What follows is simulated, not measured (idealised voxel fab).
The process module presented herein is designated voxel capacitor over wiring.
It is cross-section cut that appears here, measuring 250 nm in width, its square cells being 5 nm in size.
Notation: cross-section as square-cell grid; stated in bands, top first, going down; one or more cell rows per band. Quick guide to a band line: top height, bottom height (nm) up front; then every material left to right with its width in nm. Only one material and it's marked "all across"? Then it fills the band edge to edge. And "blank" just means empty space. Height reference: 0 = level under which incoming wafer is all one material. Lowest band: no bottom, runs on downward, e.g. "0 nm and below". A width given as "30 to 40" starts at the first number in the band's top row and ends at the second number in its bottom row, shifting by an equal amount at every step from row to row. "remained the same" for a step: no cell of the cross-section changed in that step. The entry "Completely enclosed voids" lists the empty spaces that cover at least 8 cells and have no open path to the top. Each is written as width x height at distance, where the distance is measured from the left edge and all three values are in nm. The remark found on a step's line after its settings is issued by the simulator itself and pertains to that step. The optional step-line setting "overlay nm" applies to steps with a mask and quantifies how far to the right of its planned location the mask lay, a negative value indicating leftward placement. Everything after this point is organized in pairs: a cross-section before one process step, a cross-section after it that shows only as deep as the lowest changed band, and, under the pair, the intervening step with its settings. Because different runs of this module on the same starting wafer can supply different pairs, a pair continues from the pair above it only if its entry headed "Pre-step geometry" says so.

Pre-step geometry:
	0 nm and below = Si all across
	Completely enclosed voids: none

Structure After Step:
	15 nm to 0 nm = SiO2 all across
	Lower than 0, everything is as it was.
	Completely enclosed voids: none
As a process note, the step between the before and after cross-sections shown above is CONFORMAL_DEP | material SiO2 | thk nm 15

Pre-step geometry: = after-state of the pair above.

Structure After Step:
	20 nm to 15 nm = TiN all across
	Lower than 15, everything is as it was.
	Completely enclosed voids: none
As a process note, the step between the before and after cross-sections shown above is DIRECTIONAL_DEP | material TiN | thk nm 5

Pre-step geometry: = after-state of the pair above.

Structure After Step:
	35 nm to 20 nm = W all across
	Lower than 20, everything is as it was.
	Completely enclosed voids: none
As a process note, the step between the before and after cross-sections shown above is DIRECTIONAL_DEP | material W | thk nm 15

Pre-step geometry: = after-state of the pair above.

Structure After Step:
	35 nm to 20 nm = blank: 75 | W: 25 | blank: 50 | W: 25 | blank: 75
	Lower than 20, everything is as it was.
	Completely enclosed voids: none
As a process note, the step between the before and after cross-sections shown above is MASKED_ETCH | tone cover | mask id METAL_1 | width nm 25 | pitch nm 75 | etch materials W | depth nm 15 | overlay nm 0

Pre-step geometry: = after-state of the pair above.

Structure After Step:
	35 nm to 20 nm = blank: 75 | W: 25 | blank: 50 | W: 25 | blank: 75
	20 nm to 15 nm = blank: 75 | TiN: 25 | blank: 50 | TiN: 25 | blank: 75
	Lower than 15, everything is as it was.
	Completely enclosed voids: none
As a process note, the step between the before and after cross-sections shown above is MASKED_ETCH | tone cover | mask id METAL_1 | width nm 25 | pitch nm 75 | etch materials TiN | depth nm 5 | overlay nm 0

Pre-step geometry: = after-state of the pair above.

Structure After Step:
	45 nm to 35 nm = lowk all across
	35 nm to 20 nm = lowk: 75 | W: 25 | lowk: 50 | W: 25 | lowk: 75
	20 nm to 15 nm = lowk: 75 | TiN: 25 | lowk: 50 | TiN: 25 | lowk: 75
	Lower than 15, everything is as it was.
	Completely enclosed voids: none
As a process note, the step between the before and after cross-sections shown above is FILL_DEP | material lowk | thk nm 10

Pre-step geometry: = after-state of the pair above.

Structure After Step:
	35 nm to 20 nm = lowk: 75 | W: 25 | lowk: 50 | W: 25 | lowk: 75
	Lower than 20, everything is as it was.
	Completely enclosed voids: none
As a process note, the step between the before and after cross-sections shown above is CMP | height nm 35

Pre-step geometry: = after-state of the pair above.

Structure After Step:
	40 nm to 35 nm = SiCN all across
	Lower than 35, everything is as it was.
	Completely enclosed voids: none
As a process note, the step between the before and after cross-sections shown above is CONFORMAL_DEP | material SiCN | thk nm 5

Pre-step geometry: = after-state of the pair above.

Structure After Step:
	55 nm to 40 nm = SiO2 all across
	Lower than 40, everything is as it was.
	Completely enclosed voids: none
As a process note, the step between the before and after cross-sections shown above is DIRECTIONAL_DEP | material SiO2 | thk nm 15

Pre-step geometry: = after-state of the pair above.

Structure After Step:
	70 nm to 55 nm = aC all across
	Lower than 55, everything is as it was.
	Completely enclosed voids: none
As a process note, the step between the before and after cross-sections shown above is DIRECTIONAL_DEP | material aC | thk nm 15

Pre-step geometry: = after-state of the pair above.

Structure After Step:
	100 nm to 70 nm = resist: 85 | blank: 15 | resist: 150
	Lower than 70, everything is as it was.
	Completely enclosed voids: none
As a process note, the step between the before and after cross-sections shown above is PATTERN | tone open | mask id PLUG_1 | material resist | width nm 15 | thk nm 30 | overlay nm 0

Pre-step geometry: = after-state of the pair above.

Structure After Step:
	85 nm to 70 nm = resist: 85 | blank: 15 | resist: 150
	70 nm to 55 nm = aC: 85 | blank: 15 | aC: 150
	Lower than 55, everything is as it was.
	Completely enclosed voids: none
As a process note, the step between the before and after cross-sections shown above is DIRECTIONAL_ETCH | etch materials aC | depth nm 15

Pre-step geometry: = after-state of the pair above.

Structure After Step:
	70 nm to 55 nm = aC: 85 | blank: 15 | aC: 150
	Lower than 55, everything is as it was.
	Completely enclosed voids: none
As a process note, the step between the before and after cross-sections shown above is STRIP | etch materials resist

Pre-step geometry: = after-state of the pair above.

Structure After Step:
	70 nm to 55 nm = aC: 85 | blank: 15 | aC: 150
	55 nm to 40 nm = SiO2: 85 | blank: 15 | SiO2: 150
	Lower than 40, everything is as it was.
	Completely enclosed voids: none
As a process note, the step between the before and after cross-sections shown above is DIRECTIONAL_ETCH | etch materials SiO2 | depth nm 15

Pre-step geometry: = after-state of the pair above.

Structure After Step:
	70 nm to 55 nm = aC: 85 | blank: 15 | aC: 150
	55 nm to 40 nm = SiO2: 85 | blank: 15 | SiO2: 150
	40 nm to 35 nm = SiCN: 85 | blank: 15 | SiCN: 150
	Lower than 35, everything is as it was.
	Completely enclosed voids: none
As a process note, the step between the before and after cross-sections shown above is DIRECTIONAL_ETCH | etch materials SiCN | depth nm 5

Pre-step geometry: = after-state of the pair above.

Structure After Step:
	55 nm to 40 nm = SiO2: 85 | blank: 15 | SiO2: 150
	Lower than 40, everything is as it was.
	Completely enclosed voids: none
As a process note, the step between the before and after cross-sections shown above is STRIP | etch materials aC

Pre-step geometry: = after-state of the pair above.

Structure After Step:
	60 nm to 55 nm = TiN: 90 | blank: 5 | TiN: 155
	55 nm to 40 nm = SiO2: 85 | TiN: 5 | blank: 5 | TiN: 5 | SiO2: 150
	40 nm to 35 nm = SiCN: 85 | TiN: 15 | SiCN: 150
	Lower than 35, everything is as it was.
	Completely enclosed voids: none
As a process note, the step between the before and after cross-sections shown above is CONFORMAL_DEP | material TiN | thk nm 5

Pre-step geometry: = after-state of the pair above.

Structure After Step:
	70 nm to 60 nm = Cu all across
	60 nm to 55 nm = TiN: 90 | Cu: 5 | TiN: 155
	55 nm to 40 nm = SiO2: 85 | TiN: 5 | Cu: 5 | TiN: 5 | SiO2: 150
	Lower than 40, everything is as it was.
	Completely enclosed voids: none
As a process note, the step between the before and after cross-sections shown above is FILL_DEP | material Cu | thk nm 10

Pre-step geometry: = after-state of the pair above.

Structure After Step:
	55 nm to 40 nm = SiO2: 85 | TiN: 5 | Cu: 5 | TiN: 5 | SiO2: 150
	Lower than 40, everything is as it was.
	Completely enclosed voids: none
As a process note, the step between the before and after cross-sections shown above is CMP | height nm 55

Pre-step geometry: = after-state of the pair above.

Structure After Step:
	60 nm to 55 nm = TiN all across
	Lower than 55, everything is as it was.
	Completely enclosed voids: none
As a process note, the step between the before and after cross-sections shown above is DIRECTIONAL_DEP | material TiN | thk nm 5

Pre-step geometry: = after-state of the pair above.

Structure After Step:
	65 nm to 60 nm = Al2O3 all across
	Lower than 60, everything is as it was.
	Completely enclosed voids: none
As a process note, the step between the before and after cross-sections shown above is DIRECTIONAL_DEP | material Al2O3 | thk nm 5

Pre-step geometry: = after-state of the pair above.

Structure After Step:
	75 nm to 65 nm = TiN all across
	Lower than 65, everything is as it was.
	Completely enclosed voids: none
As a process note, the step between the before and after cross-sections shown above is DIRECTIONAL_DEP | material TiN | thk nm 10

Pre-step geometry: = after-state of the pair above.

Structure After Step:
	85 nm to 75 nm = aC all across
	Lower than 75, everything is as it was.
	Completely enclosed voids: none
As a process note, the step between the before and after cross-sections shown above is DIRECTIONAL_DEP | material aC | thk nm 10

Pre-step geometry: = after-state of the pair above.

Structure After Step:
	115 nm to 85 nm = blank: 85 | resist: 55 | blank: 110
	Lower than 85, everything is as it was.
	Completely enclosed voids: none
As a process note, the step between the before and after cross-sections shown above is PATTERN | tone cover | mask id UPPER_PLATE | material resist | width nm 55 | thk nm 30 | overlay nm 0

Pre-step geometry: = after-state of the pair above.

Structure After Step:
	105 nm to 85 nm = blank: 85 | resist: 55 | blank: 110
	85 nm to 75 nm = blank: 85 | aC: 55 | blank: 110
	Lower than 75, everything is as it was.
	Completely enclosed voids: none
As a process note, the step between the before and after cross-sections shown above is DIRECTIONAL_ETCH | etch materials aC | depth nm 10

Pre-step geometry: = after-state of the pair above.

Structure After Step:
	85 nm to 75 nm = blank: 85 | aC: 55 | blank: 110
	Lower than 75, everything is as it was.
	Completely enclosed voids: none
As a process note, the step between the before and after cross-sections shown above is STRIP | etch materials resist

Pre-step geometry: = after-state of the pair above.

Structure After Step:
	85 nm to 75 nm = blank: 85 | aC: 55 | blank: 110
	75 nm to 65 nm = blank: 85 | TiN: 55 | blank: 110
	Lower than 65, everything is as it was.
	Completely enclosed voids: none
As a process note, the step between the before and after cross-sections shown above is DIRECTIONAL_ETCH | etch materials TiN | depth nm 10

Pre-step geometry: = after-state of the pair above.

Structure After Step:
	85 nm to 75 nm = blank: 85 | aC: 55 | blank: 110
	75 nm to 65 nm = blank: 85 | TiN: 55 | blank: 110
	65 nm to 60 nm = blank: 85 | Al2O3: 55 | blank: 110
	Lower than 60, everything is as it was.
	Completely enclosed voids: none
As a process note, the step between the before and after cross-sections shown above is DIRECTIONAL_ETCH | etch materials Al2O3 | depth nm 5

Pre-step geometry: = after-state of the pair above.

Structure After Step:
	75 nm to 65 nm = blank: 85 | TiN: 55 | blank: 110
	Lower than 65, everything is as it was.
	Completely enclosed voids: none
As a process note, the step between the before and after cross-sections shown above is STRIP | etch materials aC

Pre-step geometry: = after-state of the pair above.

Structure After Step:
	90 nm to 75 nm = blank: 85 | aC: 55 | blank: 110
	75 nm to 65 nm = aC: 85 | TiN: 55 | aC: 110
	65 nm to 60 nm = aC: 85 | Al2O3: 55 | aC: 110
	Lower than 60, everything is as it was.
	Completely enclosed voids: none
As a process note, the step between the before and after cross-sections shown above is DIRECTIONAL_DEP | material aC | thk nm 15

Pre-step geometry: = after-state of the pair above.

Structure After Step:
	120 nm to 90 nm = blank: 80 | resist: 65 | blank: 105
	90 nm to 75 nm = blank: 80 | resist: 5 | aC: 55 | resist: 5 | blank: 105
	Lower than 75, everything is as it was.
	Completely enclosed voids: none
As a process note, the step between the before and after cross-sections shown above is PATTERN | tone cover | mask id LOWER_PLATE | material resist | width nm 65 | thk nm 30 | overlay nm 0

Pre-step geometry: = after-state of the pair above.

Structure After Step:
	105 nm to 90 nm = blank: 80 | resist: 65 | blank: 105
	90 nm to 75 nm = blank: 80 | resist: 5 | aC: 55 | resist: 5 | blank: 105
	75 nm to 65 nm = blank: 80 | aC: 5 | TiN: 55 | aC: 5 | blank: 105
	65 nm to 60 nm = blank: 80 | aC: 5 | Al2O3: 55 | aC: 5 | blank: 105
	Lower than 60, everything is as it was.
	Completely enclosed voids: none
As a process note, the step between the before and after cross-sections shown above is DIRECTIONAL_ETCH | etch materials aC | depth nm 15

Pre-step geometry: = after-state of the pair above.

Structure After Step:
	90 nm to 75 nm = blank: 85 | aC: 55 | blank: 110
	Lower than 75, everything is as it was.
	Completely enclosed voids: none
As a process note, the step between the before and after cross-sections shown above is STRIP | etch materials resist

Pre-step geometry: = after-state of the pair above.

Structure After Step:
	90 nm to 75 nm = blank: 85 | aC: 55 | blank: 110
	75 nm to 65 nm = blank: 80 | aC: 5 | TiN: 55 | aC: 5 | blank: 105
	65 nm to 60 nm = blank: 80 | aC: 5 | Al2O3: 55 | aC: 5 | blank: 105
	60 nm to 55 nm = blank: 80 | TiN: 65 | blank: 105
	Lower than 55, everything is as it was.
	Completely enclosed voids: none
As a process note, the step between the before and after cross-sections shown above is DIRECTIONAL_ETCH | etch materials TiN | depth nm 5

Pre-step geometry: = after-state of the pair above.

Structure After Step:
	75 nm to 65 nm = blank: 85 | TiN: 55 | blank: 110
	65 nm to 60 nm = blank: 85 | Al2O3: 55 | blank: 110
	Lower than 60, everything is as it was.
	Completely enclosed voids: none
As a process note, the step between the before and after cross-sections shown above is STRIP | etch materials aC

Pre-step geometry: = after-state of the pair above.

Structure After Step:
	95 nm to 75 nm = SiO2 all across
	75 nm to 65 nm = SiO2: 85 | TiN: 55 | SiO2: 110
	65 nm to 60 nm = SiO2: 85 | Al2O3: 55 | SiO2: 110
	60 nm to 55 nm = SiO2: 80 | TiN: 65 | SiO2: 105
	Lower than 55, everything is as it was.
	Completely enclosed voids: none
As a process note, the step between the before and after cross-sections shown above is FILL_DEP | material SiO2 | thk nm 20

Pre-step geometry: = after-state of the pair above.

Structure After Step:
	90 nm to 75 nm = SiO2 all across
	Lower than 75, everything is as it was.
	Completely enclosed voids: none
As a process note, the step between the before and after cross-sections shown above is CMP | height nm 90

Pre-step geometry: = after-state of the pair above.

Structure After Step:
	100 nm to 90 nm = aC all across
	Lower than 90, everything is as it was.
	Completely enclosed voids: none
As a process note, the step between the before and after cross-sections shown above is DIRECTIONAL_DEP | material aC | thk nm 10

Pre-step geometry: = after-state of the pair above.

Structure After Step:
	130 nm to 100 nm = resist: 95 | blank: 15 | resist: 140
	Lower than 100, everything is as it was.
	Completely enclosed voids: none
As a process note, the step between the before and after cross-sections shown above is PATTERN | tone open | mask id PLUG_2 | material resist | width nm 15 | thk nm 30 | overlay nm 0

Pre-step geometry: = after-state of the pair above.

Structure After Step:
	120 nm to 100 nm = resist: 95 | blank: 15 | resist: 140
	100 nm to 90 nm = aC: 95 | blank: 15 | aC: 140
	Lower than 90, everything is as it was.
	Completely enclosed voids: none
As a process note, the step between the before and after cross-sections shown above is DIRECTIONAL_ETCH | etch materials aC | depth nm 10

Pre-step geometry: = after-state of the pair above.

Structure After Step:
	100 nm to 90 nm = aC: 95 | blank: 15 | aC: 140
	Lower than 90, everything is as it was.
	Completely enclosed voids: none
As a process note, the step between the before and after cross-sections shown above is STRIP | etch materials resist

Pre-step geometry: = after-state of the pair above.

Structure After Step:
	100 nm to 90 nm = aC: 95 | blank: 15 | aC: 140
	90 nm to 75 nm = SiO2: 95 | blank: 15 | SiO2: 140
	Lower than 75, everything is as it was.
	Completely enclosed voids: none
As a process note, the step between the before and after cross-sections shown above is DIRECTIONAL_ETCH | etch materials SiO2 | depth nm 15

Pre-step geometry: = after-state of the pair above.

Structure After Step:
	90 nm to 75 nm = SiO2: 95 | blank: 15 | SiO2: 140
	Lower than 75, everything is as it was.
	Completely enclosed voids: none
As a process note, the step between the before and after cross-sections shown above is STRIP | etch materials aC

Pre-step geometry: = after-state of the pair above.

Structure After Step:
	95 nm to 90 nm = TiN: 100 | blank: 5 | TiN: 145
	90 nm to 80 nm = SiO2: 95 | TiN: 5 | blank: 5 | TiN: 5 | SiO2: 140
	80 nm to 75 nm = SiO2: 95 | TiN: 15 | SiO2: 140
	Lower than 75, everything is as it was.
	Completely enclosed voids: none
As a process note, the step between the before and after cross-sections shown above is CONFORMAL_DEP | material TiN | thk nm 5

Pre-step geometry: = after-state of the pair above.

Structure After Step:
	100 nm to 95 nm = W all across
	95 nm to 90 nm = TiN: 100 | W: 5 | TiN: 145
	90 nm to 80 nm = SiO2: 95 | TiN: 5 | W: 5 | TiN: 5 | SiO2: 140
	Lower than 80, everything is as it was.
	Completely enclosed voids: none
As a process note, the step between the before and after cross-sections shown above is FILL_DEP | material W | thk nm 5

Pre-step geometry: = after-state of the pair above.

Structure After Step:
	90 nm to 80 nm = SiO2: 95 | TiN: 5 | W: 5 | TiN: 5 | SiO2: 140
	Lower than 80, everything is as it was.
	Completely enclosed voids: none
As a process note, the step between the before and after cross-sections shown above is CMP | height nm 90

Pre-step geometry: = after-state of the pair above.

Structure After Step:
	95 nm to 90 nm = SiCN all across
	Lower than 90, everything is as it was.
	Completely enclosed voids: none
As a process note, the step between the before and after cross-sections shown above is CONFORMAL_DEP | material SiCN | thk nm 5

Pre-step geometry:
	70 nm to 60 nm = Cu all across
	60 nm to 55 nm = TiN: 90 | Cu: 5 | TiN: 155
	55 nm to 40 nm = SiO2: 85 | TiN: 5 | Cu: 5 | TiN: 5 | SiO2: 150
	40 nm to 35 nm = SiCN: 85 | TiN: 15 | SiCN: 150
	35 nm to 20 nm = lowk: 75 | W: 25 | lowk: 50 | W: 25 | lowk: 75
	20 nm to 15 nm = lowk: 75 | TiN: 25 | lowk: 50 | TiN: 25 | lowk: 75
	15 nm to 0 nm = SiO2 all across
	0 nm and below = Si all across
	Completely enclosed voids: none

Structure After Step:
	75 nm to 70 nm = TiN all across
	Lower than 70, everything is as it was.
	Completely enclosed voids: none
As a process note, the step between the before and after cross-sections shown above is DIRECTIONAL_DEP | material TiN | thk nm 5

Pre-step geometry: = after-state of the pair above.

Structure After Step:
	80 nm to 75 nm = Al2O3 all across
	Lower than 75, everything is as it was.
	Completely enclosed voids: none
As a process note, the step between the before and after cross-sections shown above is DIRECTIONAL_DEP | material Al2O3 | thk nm 5

Pre-step geometry: = after-state of the pair above.

Structure After Step:
	90 nm to 80 nm = TiN all across
	Lower than 80, everything is as it was.
	Completely enclosed voids: none
As a process note, the step between the before and after cross-sections shown above is DIRECTIONAL_DEP | material TiN | thk nm 10

Pre-step geometry: = after-state of the pair above.

Structure After Step:
	100 nm to 90 nm = aC all across
	Lower than 90, everything is as it was.
	Completely enclosed voids: none
As a process note, the step between the before and after cross-sections shown above is DIRECTIONAL_DEP | material aC | thk nm 10

Pre-step geometry: = after-state of the pair above.

Structure After Step:
	130 nm to 100 nm = blank: 85 | resist: 55 | blank: 110
	Lower than 100, everything is as it was.
	Completely enclosed voids: none
As a process note, the step between the before and after cross-sections shown above is PATTERN | tone cover | mask id UPPER_PLATE | material resist | width nm 55 | thk nm 30 | overlay nm 0

Pre-step geometry: = after-state of the pair above.

Structure After Step:
	120 nm to 100 nm = blank: 85 | resist: 55 | blank: 110
	100 nm to 90 nm = blank: 85 | aC: 55 | blank: 110
	Lower than 90, everything is as it was.
	Completely enclosed voids: none
As a process note, the step between the before and after cross-sections shown above is DIRECTIONAL_ETCH | etch materials aC | depth nm 10

Pre-step geometry: = after-state of the pair above.

Structure After Step:
	100 nm to 90 nm = blank: 85 | aC: 55 | blank: 110
	Lower than 90, everything is as it was.
	Completely enclosed voids: none
As a process note, the step between the before and after cross-sections shown above is STRIP | etch materials resist

Pre-step geometry: = after-state of the pair above.

Structure After Step:
	100 nm to 90 nm = blank: 85 | aC: 55 | blank: 110
	90 nm to 80 nm = blank: 85 | TiN: 55 | blank: 110
	Lower than 80, everything is as it was.
	Completely enclosed voids: none
As a process note, the step between the before and after cross-sections shown above is DIRECTIONAL_ETCH | etch materials TiN | depth nm 10

Pre-step geometry: = after-state of the pair above.

Structure After Step:
	100 nm to 90 nm = blank: 85 | aC: 55 | blank: 110
	90 nm to 80 nm = blank: 85 | TiN: 55 | blank: 110
	80 nm to 75 nm = blank: 85 | Al2O3: 55 | blank: 110
	Lower than 75, everything is as it was.
	Completely enclosed voids: none
As a process note, the step between the before and after cross-sections shown above is DIRECTIONAL_ETCH | etch materials Al2O3 | depth nm 5

Pre-step geometry: = after-state of the pair above.

Structure After Step:
	90 nm to 80 nm = blank: 85 | TiN: 55 | blank: 110
	Lower than 80, everything is as it was.
	Completely enclosed voids: none
As a process note, the step between the before and after cross-sections shown above is STRIP | etch materials aC

Pre-step geometry: = after-state of the pair above.

Structure After Step:
	105 nm to 90 nm = blank: 85 | aC: 55 | blank: 110
	90 nm to 80 nm = aC: 85 | TiN: 55 | aC: 110
	80 nm to 75 nm = aC: 85 | Al2O3: 55 | aC: 110
	Lower than 75, everything is as it was.
	Completely enclosed voids: none
As a process note, the step between the before and after cross-sections shown above is DIRECTIONAL_DEP | material aC | thk nm 15

Pre-step geometry: = after-state of the pair above.

Structure After Step:
	135 nm to 105 nm = blank: 80 | resist: 65 | blank: 105
	105 nm to 90 nm = blank: 80 | resist: 5 | aC: 55 | resist: 5 | blank: 105
	Lower than 90, everything is as it was.
	Completely enclosed voids: none
As a process note, the step between the before and after cross-sections shown above is PATTERN | tone cover | mask id LOWER_PLATE | material resist | width nm 65 | thk nm 30 | overlay nm 0

Pre-step geometry: = after-state of the pair above.

Structure After Step:
	120 nm to 105 nm = blank: 80 | resist: 65 | blank: 105
	105 nm to 90 nm = blank: 80 | resist: 5 | aC: 55 | resist: 5 | blank: 105
	90 nm to 80 nm = blank: 80 | aC: 5 | TiN: 55 | aC: 5 | blank: 105
	80 nm to 75 nm = blank: 80 | aC: 5 | Al2O3: 55 | aC: 5 | blank: 105
	Lower than 75, everything is as it was.
	Completely enclosed voids: none
As a process note, the step between the before and after cross-sections shown above is DIRECTIONAL_ETCH | etch materials aC | depth nm 15

Pre-step geometry: = after-state of the pair above.

Structure After Step:
	105 nm to 90 nm = blank: 85 | aC: 55 | blank: 110
	Lower than 90, everything is as it was.
	Completely enclosed voids: none
As a process note, the step between the before and after cross-sections shown above is STRIP | etch materials resist

Pre-step geometry: = after-state of the pair above.

Structure After Step:
	105 nm to 90 nm = blank: 85 | aC: 55 | blank: 110
	90 nm to 80 nm = blank: 80 | aC: 5 | TiN: 55 | aC: 5 | blank: 105
	80 nm to 75 nm = blank: 80 | aC: 5 | Al2O3: 55 | aC: 5 | blank: 105
	75 nm to 70 nm = blank: 80 | TiN: 65 | blank: 105
	Lower than 70, everything is as it was.
	Completely enclosed voids: none
As a process note, the step between the before and after cross-sections shown above is DIRECTIONAL_ETCH | etch materials TiN | depth nm 5

Pre-step geometry: = after-state of the pair above.

Structure After Step:
	90 nm to 80 nm = blank: 85 | TiN: 55 | blank: 110
	80 nm to 75 nm = blank: 85 | Al2O3: 55 | blank: 110
	Lower than 75, everything is as it was.
	Completely enclosed voids: none
As a process note, the step between the before and after cross-sections shown above is STRIP | etch materials aC

Pre-step geometry: = after-state of the pair above.

Structure After Step:
	110 nm to 90 nm = SiO2 all across
	90 nm to 80 nm = SiO2: 85 | TiN: 55 | SiO2: 110
	80 nm to 75 nm = SiO2: 85 | Al2O3: 55 | SiO2: 110
	75 nm to 70 nm = SiO2: 80 | TiN: 65 | SiO2: 105
	Lower than 70, everything is as it was.
	Completely enclosed voids: none
As a process note, the step between the before and after cross-sections shown above is FILL_DEP | material SiO2 | thk nm 20

Pre-step geometry: = after-state of the pair above.

Structure After Step:
	90 nm to 80 nm = SiO2: 85 | TiN: 55 | SiO2: 110
	Lower than 80, everything is as it was.
	Completely enclosed voids: none
As a process note, the step between the before and after cross-sections shown above is CMP | height nm 90

Pre-step geometry: = after-state of the pair above.

Structure After Step:
	100 nm to 90 nm = aC all across
	Lower than 90, everything is as it was.
	Completely enclosed voids: none
As a process note, the step between the before and after cross-sections shown above is DIRECTIONAL_DEP | material aC | thk nm 10

Pre-step geometry: = after-state of the pair above.

Structure After Step:
	130 nm to 100 nm = resist: 95 | blank: 15 | resist: 140
	Lower than 100, everything is as it was.
	Completely enclosed voids: none
As a process note, the step between the before and after cross-sections shown above is PATTERN | tone open | mask id PLUG_2 | material resist | width nm 15 | thk nm 30 | overlay nm 0

Pre-step geometry: = after-state of the pair above.

Structure After Step:
	120 nm to 100 nm = resist: 95 | blank: 15 | resist: 140
	100 nm to 90 nm = aC: 95 | blank: 15 | aC: 140
	Lower than 90, everything is as it was.
	Completely enclosed voids: none
As a process note, the step between the before and after cross-sections shown above is DIRECTIONAL_ETCH | etch materials aC | depth nm 10

Pre-step geometry: = after-state of the pair above.

Structure After Step:
	100 nm to 90 nm = aC: 95 | blank: 15 | aC: 140
	Lower than 90, everything is as it was.
	Completely enclosed voids: none
As a process note, the step between the before and after cross-sections shown above is STRIP | etch materials resist

Pre-step geometry: = after-state of the pair above.

Structure After Step:
	90 nm to 80 nm = SiO2: 85 | TiN: 55 | SiO2: 110
	Lower than 80, everything is as it was.
	Completely enclosed voids: none
As a process note, the step between the before and after cross-sections shown above is STRIP | etch materials aC

Pre-step geometry: = after-state of the pair above.

Structure After Step:
	95 nm to 90 nm = TiN all across
	Lower than 90, everything is as it was.
	Completely enclosed voids: none
As a process note, the step between the before and after cross-sections shown above is CONFORMAL_DEP | material TiN | thk nm 5

Pre-step geometry: = after-state of the pair above.

Structure After Step:
	100 nm to 95 nm = W all across
	Lower than 95, everything is as it was.
	Completely enclosed voids: none
As a process note, the step between the before and after cross-sections shown above is FILL_DEP | material W | thk nm 5

Pre-step geometry: = after-state of the pair above.

Structure After Step:
	90 nm to 80 nm = SiO2: 85 | TiN: 55 | SiO2: 110
	Lower than 80, everything is as it was.
	Completely enclosed voids: none
As a process note, the step between the before and after cross-sections shown above is CMP | height nm 90

Pre-step geometry: = after-state of the pair above.

Structure After Step:
	95 nm to 90 nm = SiCN all across
	Lower than 90, everything is as it was.
	Completely enclosed voids: none
As a process note, the step between the before and after cross-sections shown above is CONFORMAL_DEP | material SiCN | thk nm 5

Pre-step geometry:
	15 nm to 0 nm = SiO2 all across
	0 nm and below = Si all across
	Completely enclosed voids: none

Structure After Step:
	30 nm to 0 nm = SiO2 all across
	Lower than 0, everything is as it was.
	Completely enclosed voids: none
As a process note, the step between the before and after cross-sections shown above is CONFORMAL_DEP | material SiO2 | thk nm 15

Pre-step geometry: = after-state of the pair above.

Structure After Step:
	35 nm to 30 nm = TiN all across
	Lower than 30, everything is as it was.
	Completely enclosed voids: none
As a process note, the step between the before and after cross-sections shown above is DIRECTIONAL_DEP | material TiN | thk nm 5

Pre-step geometry: = after-state of the pair above.

Structure After Step:
	50 nm to 35 nm = W all across
	Lower than 35, everything is as it was.
	Completely enclosed voids: none
As a process note, the step between the before and after cross-sections shown above is DIRECTIONAL_DEP | material W | thk nm 15

Pre-step geometry: = after-state of the pair above.

Structure After Step:
	50 nm to 35 nm = blank: 75 | W: 25 | blank: 50 | W: 25 | blank: 75
	Lower than 35, everything is as it was.
	Completely enclosed voids: none
As a process note, the step between the before and after cross-sections shown above is MASKED_ETCH | tone cover | mask id METAL_1 | width nm 25 | pitch nm 75 | etch materials W | depth nm 15 | overlay nm 0

Pre-step geometry: = after-state of the pair above.

Structure After Step:
	50 nm to 35 nm = blank: 75 | W: 25 | blank: 50 | W: 25 | blank: 75
	35 nm to 30 nm = blank: 75 | TiN: 25 | blank: 50 | TiN: 25 | blank: 75
	Lower than 30, everything is as it was.
	Completely enclosed voids: none
As a process note, the step between the before and after cross-sections shown above is MASKED_ETCH | tone cover | mask id METAL_1 | width nm 25 | pitch nm 75 | etch materials TiN | depth nm 5 | overlay nm 0

Pre-step geometry: = after-state of the pair above.

Structure After Step:
	60 nm to 50 nm = lowk all across
	50 nm to 35 nm = lowk: 75 | W: 25 | lowk: 50 | W: 25 | lowk: 75
	35 nm to 30 nm = lowk: 75 | TiN: 25 | lowk: 50 | TiN: 25 | lowk: 75
	Lower than 30, everything is as it was.
	Completely enclosed voids: none
As a process note, the step between the before and after cross-sections shown above is FILL_DEP | material lowk | thk nm 10

Pre-step geometry: = after-state of the pair above.

Structure After Step:
	35 nm to 30 nm = lowk: 75 | TiN: 25 | lowk: 50 | TiN: 25 | lowk: 75
	Lower than 30, everything is as it was.
	Completely enclosed voids: none
As a process note, the step between the before and after cross-sections shown above is CMP | height nm 35

Pre-step geometry: = after-state of the pair above.

Structure After Step:
	40 nm to 35 nm = SiCN all across
	Lower than 35, everything is as it was.
	Completely enclosed voids: none
As a process note, the step between the before and after cross-sections shown above is CONFORMAL_DEP | material SiCN | thk nm 5

Pre-step geometry: = after-state of the pair above.

Structure After Step:
	55 nm to 40 nm = SiO2 all across
	Lower than 40, everything is as it was.
	Completely enclosed voids: none
As a process note, the step between the before and after cross-sections shown above is DIRECTIONAL_DEP | material SiO2 | thk nm 15

Pre-step geometry: = after-state of the pair above.

Structure After Step:
	70 nm to 55 nm = aC all across
	Lower than 55, everything is as it was.
	Completely enclosed voids: none
As a process note, the step between the before and after cross-sections shown above is DIRECTIONAL_DEP | material aC | thk nm 15

Pre-step geometry: = after-state of the pair above.

Structure After Step:
	100 nm to 70 nm = resist: 85 | blank: 15 | resist: 150
	Lower than 70, everything is as it was.
	Completely enclosed voids: none
As a process note, the step between the before and after cross-sections shown above is PATTERN | tone open | mask id PLUG_1 | material resist | width nm 15 | thk nm 30 | overlay nm 0

Pre-step geometry: = after-state of the pair above.

Structure After Step:
	85 nm to 70 nm = resist: 85 | blank: 15 | resist: 150
	70 nm to 55 nm = aC: 85 | blank: 15 | aC: 150
	Lower than 55, everything is as it was.
	Completely enclosed voids: none
As a process note, the step between the before and after cross-sections shown above is DIRECTIONAL_ETCH | etch materials aC | depth nm 15

Pre-step geometry: = after-state of the pair above.

Structure After Step:
	70 nm to 55 nm = aC: 85 | blank: 15 | aC: 150
	Lower than 55, everything is as it was.
	Completely enclosed voids: none
As a process note, the step between the before and after cross-sections shown above is STRIP | etch materials resist

Pre-step geometry: = after-state of the pair above.

Structure After Step:
	70 nm to 55 nm = aC: 85 | blank: 15 | aC: 150
	55 nm to 40 nm = SiO2: 85 | blank: 15 | SiO2: 150
	Lower than 40, everything is as it was.
	Completely enclosed voids: none
As a process note, the step between the before and after cross-sections shown above is DIRECTIONAL_ETCH | etch materials SiO2 | depth nm 15

Pre-step geometry: = after-state of the pair above.

Structure After Step:
	70 nm to 55 nm = aC: 85 | blank: 15 | aC: 150
	55 nm to 40 nm = SiO2: 85 | blank: 15 | SiO2: 150
	40 nm to 35 nm = SiCN: 85 | blank: 15 | SiCN: 150
	Lower than 35, everything is as it was.
	Completely enclosed voids: none
As a process note, the step between the before and after cross-sections shown above is DIRECTIONAL_ETCH | etch materials SiCN | depth nm 5
